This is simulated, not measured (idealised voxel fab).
Herein follows the process module entitled voxel self aligned vias.
cross-section cut | 225 nm wide | cells 5 nm
Think of the cross-section as a grid of square cells. We describe it in bands, top to bottom, and each band covers one or more rows of those cells. Band: top height; bottom height; in nm. Then, left to right: material with width in nm, for each material. "throughout": a single material spanning edge to edge. "air": empty space. Counting heights begins at 0, where everything beneath is, in the wafer as received, one material. The lowest band has no bottom; it goes on downwards, as "from 0 down" shows. Quick explanation for "30->40": the width changes in equal steps down the rows of cells, from the first number in the band's top row to the second number in its bottom row. "remained unchanged", as given for a step, is the statement that not any cell of the cross-section underwent a change during that step. The list in "Unvented internal voids" covers empty spaces of 8 cells or more that cannot reach the top through any open way, and it gives each as width x height at distance; the distance is from the left edge, and width, height and distance are in nm. That trailing text on a step's line, after the settings, is the simulator's own remark on the step. The line of a step may include "overlay nm". On a step with a mask, this value is how far to the right of its planned place the mask lay. A negative value means the mask lay to the left.
[These are the steps we planned for the process]
- 1: RECEIVE (material Si)
- 2: CONFORMAL_DEP (material SiO2; thk nm 15)
- 3: CONFORMAL_DEP (material SiCN; thk nm 5)
- 4: DIRECTIONAL_DEP (material SiO2; thk nm 25)
- 5: DIRECTIONAL_DEP (material aC; thk nm 10)
- 6: PATTERN (tone open; mask id LINES; material resist; width nm 30; pitch nm 55; thk nm 25; overlay nm 0)
- 7: DIRECTIONAL_ETCH (etch materials aC; depth nm 10)
- 8: STRIP (etch materials resist)
- 9: DIRECTIONAL_ETCH (etch materials SiO2; depth nm 25)
- 10: STRIP (etch materials aC)
- 11: CONFORMAL_DEP (material TiN; thk nm 5)
- 12: FILL_DEP (material Ru; thk nm 10)
- 13: CMP (height nm 45)
- 14: SELECTIVE_ETCH (etch materials W Ru TiN; depth nm 10)
- 15: FILL_DEP (material SiN; thk nm 10)
- 16: CMP (height nm 45)
- 17: DIRECTIONAL_DEP (material SiO2; thk nm 15)
- 18: DIRECTIONAL_DEP (material aC; thk nm 15)
- 19: PATTERN (tone open; mask id VIAS; material resist; width nm 40; thk nm 35; overlay nm 0)
- 20: DIRECTIONAL_ETCH (etch materials aC; depth nm 15)
- 21: STRIP (etch materials resist)
- 22: DIRECTIONAL_ETCH (etch materials SiO2; depth nm 15)
- 23: DIRECTIONAL_ETCH (etch materials SiN; depth nm 10)
- 24: STRIP (etch materials aC)
- 25: CONFORMAL_DEP (material TiN; thk nm 5)
- 26: FILL_DEP (material Ru; thk nm 10)
- 27: CMP (height nm 60)
- 28: CONFORMAL_DEP (material SiN; thk nm 5)
[First wafer out of two, processed as planned]
[Wafer cross-section on receipt, i.e. after step 1]
> from 0 down = Si throughout
> Unvented internal voids: none
[The wafer, seen in cross-section, after step 2]
> from 15 to 0 = SiO2 throughout
> Under 0: no change, same as before.
[The wafer, seen in cross-section, after step 3]
> from 20 to 15 = SiCN throughout
> Under 15: no change, same as before.
[The wafer, seen in cross-section, after step 4]
> from 45 to 20 = SiO2 throughout
> Under 20: no change, same as before.
[The wafer, seen in cross-section, after step 5]
> from 55 to 45 = aC throughout
> Under 45: no change, same as before.
[The wafer, seen in cross-section, after step 6]
> from 80 to 55 = resist: 70 | air: 30 | resist: 25 | air: 30 | resist: 70
> Under 55: no change, same as before.
[The wafer, seen in cross-section, after step 7]
> from 70 to 55 = resist: 70 | air: 30 | resist: 25 | air: 30 | resist: 70
> from 55 to 45 = aC: 70 | air: 30 | aC: 25 | air: 30 | aC: 70
> Under 45: no change, same as before.
[The wafer, seen in cross-section, after step 8]
> from 55 to 45 = aC: 70 | air: 30 | aC: 25 | air: 30 | aC: 70
> Under 45: no change, same as before.
[The wafer, seen in cross-section, after step 9]
> from 55 to 45 = aC: 70 | air: 30 | aC: 25 | air: 30 | aC: 70
> from 45 to 20 = SiO2: 70 | air: 30 | SiO2: 25 | air: 30 | SiO2: 70
> Under 20: no change, same as before.
[The wafer, seen in cross-section, after step 10]
> from 45 to 20 = SiO2: 70 | air: 30 | SiO2: 25 | air: 30 | SiO2: 70
> Under 20: no change, same as before.
[The wafer, seen in cross-section, after step 11]
> from 50 to 45 = TiN: 75 | air: 20 | TiN: 35 | air: 20 | TiN: 75
> from 45 to 25 = SiO2: 70 | TiN: 5 | air: 20 | TiN: 5 | SiO2: 25 | TiN: 5 | air: 20 | TiN: 5 | SiO2: 70
> from 25 to 20 = SiO2: 70 | TiN: 30 | SiO2: 25 | TiN: 30 | SiO2: 70
> Under 20: no change, same as before.
[The wafer, seen in cross-section, after step 12]
> from 60 to 50 = Ru throughout
> from 50 to 45 = TiN: 75 | Ru: 20 | TiN: 35 | Ru: 20 | TiN: 75
> from 45 to 25 = SiO2: 70 | TiN: 5 | Ru: 20 | TiN: 5 | SiO2: 25 | TiN: 5 | Ru: 20 | TiN: 5 | SiO2: 70
> Under 25: no change, same as before.
[The wafer, seen in cross-section, after step 13]
> from 45 to 25 = SiO2: 70 | TiN: 5 | Ru: 20 | TiN: 5 | SiO2: 25 | TiN: 5 | Ru: 20 | TiN: 5 | SiO2: 70
> Under 25: no change, same as before.
[The wafer, seen in cross-section, after step 14]
> from 45 to 35 = SiO2: 70 | air: 30 | SiO2: 25 | air: 30 | SiO2: 70
> Under 35: no change, same as before.
[The wafer, seen in cross-section, after step 15]
> from 55 to 45 = SiN throughout
> from 45 to 35 = SiO2: 70 | SiN: 30 | SiO2: 25 | SiN: 30 | SiO2: 70
> Under 35: no change, same as before.
[The wafer, seen in cross-section, after step 16]
> from 45 to 35 = SiO2: 70 | SiN: 30 | SiO2: 25 | SiN: 30 | SiO2: 70
> Under 35: no change, same as before.
[The wafer, seen in cross-section, after step 17]
> from 60 to 45 = SiO2 throughout
> Under 45: no change, same as before.
[The wafer, seen in cross-section, after step 18]
> from 75 to 60 = aC throughout
> Under 60: no change, same as before.
[The wafer, seen in cross-section, after step 19]
> from 110 to 75 = resist: 65 | air: 40 | resist: 120
> Under 75: no change, same as before.
[The wafer, seen in cross-section, after step 20]
> from 95 to 75 = resist: 65 | air: 40 | resist: 120
> from 75 to 60 = aC: 65 | air: 40 | aC: 120
> Under 60: no change, same as before.
[The wafer, seen in cross-section, after step 21]
> from 75 to 60 = aC: 65 | air: 40 | aC: 120
> Under 60: no change, same as before.
[The wafer, seen in cross-section, after step 22]
> from 75 to 60 = aC: 65 | air: 40 | aC: 120
> from 60 to 45 = SiO2: 65 | air: 40 | SiO2: 120
> Under 45: no change, same as before.
[The wafer, seen in cross-section, after step 23]
> from 75 to 60 = aC: 65 | air: 40 | aC: 120
> from 60 to 45 = SiO2: 65 | air: 40 | SiO2: 120
> from 45 to 35 = SiO2: 70 | air: 30 | SiO2: 25 | SiN: 30 | SiO2: 70
> Under 35: no change, same as before.
[The wafer, seen in cross-section, after step 24]
> from 60 to 45 = SiO2: 65 | air: 40 | SiO2: 120
> Under 45: no change, same as before.
[The wafer, seen in cross-section, after step 25]
> from 65 to 60 = TiN: 70 | air: 30 | TiN: 125
> from 60 to 50 = SiO2: 65 | TiN: 5 | air: 30 | TiN: 5 | SiO2: 120
> from 50 to 45 = SiO2: 65 | TiN: 10 | air: 20 | TiN: 10 | SiO2: 120
> from 45 to 40 = SiO2: 70 | TiN: 5 | air: 20 | TiN: 5 | SiO2: 25 | SiN: 30 | SiO2: 70
> from 40 to 35 = SiO2: 70 | TiN: 30 | SiO2: 25 | SiN: 30 | SiO2: 70
> Under 35: no change, same as before.
[The wafer, seen in cross-section, after step 26]
> from 75 to 65 = Ru throughout
> from 65 to 60 = TiN: 70 | Ru: 30 | TiN: 125
> from 60 to 50 = SiO2: 65 | TiN: 5 | Ru: 30 | TiN: 5 | SiO2: 120
> from 50 to 45 = SiO2: 65 | TiN: 10 | Ru: 20 | TiN: 10 | SiO2: 120
> from 45 to 40 = SiO2: 70 | TiN: 5 | Ru: 20 | TiN: 5 | SiO2: 25 | SiN: 30 | SiO2: 70
> Under 40: no change, same as before.
[The wafer, seen in cross-section, after step 27]
> from 60 to 50 = SiO2: 65 | TiN: 5 | Ru: 30 | TiN: 5 | SiO2: 120
> Under 50: no change, same as before.
[The wafer, seen in cross-section, after step 28]
> from 65 to 60 = SiN throughout
> Under 60: no change, same as before.
[Regarding the second of the two wafers: it shared the first wafer's starting condition and process plan, yet one error occurred during its execution. Its history coincides with that of the first wafer up to and including step 2]
[Here is the second wafer in cross-section at the point where step 3 of the plan should have been done]
> from 40 to 0 = SiO2 throughout
> Under 0: no change, same as before.
[Here is the second wafer in cross-section at the point where step 4 of the plan should have been done]
> from 45 to 40 = SiCN throughout
> Under 40: no change, same as before.
[Here is the second wafer in cross-section at the point where step 5 of the plan should have been done]
> from 55 to 45 = aC throughout
> Under 45: no change, same as before.
[Here is the second wafer in cross-section at the point where step 6 of the plan should have been done]
> from 80 to 55 = resist: 70 | air: 30 | resist: 25 | air: 30 | resist: 70
> Under 55: no change, same as before.
[Here is the second wafer in cross-section at the point where step 7 of the plan should have been done]
> from 70 to 55 = resist: 70 | air: 30 | resist: 25 | air: 30 | resist: 70
> from 55 to 45 = aC: 70 | air: 30 | aC: 25 | air: 30 | aC: 70
> Under 45: no change, same as before.
[Here is the second wafer in cross-section at the point where step 8 of the plan should have been done]
> from 55 to 45 = aC: 70 | air: 30 | aC: 25 | air: 30 | aC: 70
> Under 45: no change, same as before.
Here is the second wafer in cross-section at the point where step 9 of the plan should have been done: remained unchanged
[Here is the second wafer in cross-section at the point where step 10 of the plan should have been done]
> from 45 to 40 = SiCN throughout
> Under 40: no change, same as before.
[Here is the second wafer in cross-section at the point where step 11 of the plan should have been done]
> from 50 to 45 = TiN throughout
> Under 45: no change, same as before.
[Here is the second wafer in cross-section at the point where step 12 of the plan should have been done]
> from 60 to 50 = Ru throughout
> Under 50: no change, same as before.
[Here is the second wafer in cross-section at the point where step 13 of the plan should have been done]
> from 45 to 40 = SiCN throughout
> Under 40: no change, same as before.
Here is the second wafer in cross-section at the point where step 14 of the plan should have been done: remained unchanged
[Here is the second wafer in cross-section at the point where step 15 of the plan should have been done]
> from 55 to 45 = SiN throughout
> Under 45: no change, same as before.
[Here is the second wafer in cross-section at the point where step 16 of the plan should have been done]
> from 45 to 40 = SiCN throughout
> Under 40: no change, same as before.
[Here is the second wafer in cross-section at the point where step 17 of the plan should have been done]
> from 60 to 45 = SiO2 throughout
> Under 45: no change, same as before.
[Here is the second wafer in cross-section at the point where step 18 of the plan should have been done]
> from 75 to 60 = aC throughout
> Under 60: no change, same as before.
[Here is the second wafer in cross-section at the point where step 19 of the plan should have been done]
> from 110 to 75 = resist: 65 | air: 40 | resist: 120
> Under 75: no change, same as before.
[Here is the second wafer in cross-section at the point where step 20 of the plan should have been done]
> from 95 to 75 = resist: 65 | air: 40 | resist: 120
> from 75 to 60 = aC: 65 | air: 40 | aC: 120
> Under 60: no change, same as before.
[Here is the second wafer in cross-section at the point where step 21 of the plan should have been done]
> from 75 to 60 = aC: 65 | air: 40 | aC: 120
> Under 60: no change, same as before.
[Here is the second wafer in cross-section at the point where step 22 of the plan should have been done]
> from 75 to 60 = aC: 65 | air: 40 | aC: 120
> from 60 to 45 = SiO2: 65 | air: 40 | SiO2: 120
> Under 45: no change, same as before.
Here is the second wafer in cross-section at the point where step 23 of the plan should have been done: remained unchanged
[Here is the second wafer in cross-section at the point where step 24 of the plan should have been done]
> from 60 to 45 = SiO2: 65 | air: 40 | SiO2: 120
> Under 45: no change, same as before.
[Here is the second wafer in cross-section at the point where step 25 of the plan should have been done]
> from 65 to 60 = TiN: 70 | air: 30 | TiN: 125
> from 60 to 50 = SiO2: 65 | TiN: 5 | air: 30 | TiN: 5 | SiO2: 120
> from 50 to 45 = SiO2: 65 | TiN: 40 | SiO2: 120
> Under 45: no change, same as before.
[Here is the second wafer in cross-section at the point where step 26 of the plan should have been done]
> from 75 to 65 = Ru throughout
> from 65 to 60 = TiN: 70 | Ru: 30 | TiN: 125
> from 60 to 50 = SiO2: 65 | TiN: 5 | Ru: 30 | TiN: 5 | SiO2: 120
> Under 50: no change, same as before.
[Here is the second wafer in cross-section at the point where step 27 of the plan should have been done]
> from 60 to 50 = SiO2: 65 | TiN: 5 | Ru: 30 | TiN: 5 | SiO2: 120
> Under 50: no change, same as before.
[Here is the second wafer in cross-section at the point where step 28 of the plan should have been done]
> from 65 to 60 = SiN throughout
> Under 60: no change, same as before.
Finding, execution versus plan: step 3 ran in the slot meant for step 4, and vice versa
Bottom line after processing is that, in cells, the second wafer is up or down on some materials versus the first: Ru: 24 fewer; SiN: 12 fewer; SiO2: 60 more; TiN: 24 fewer
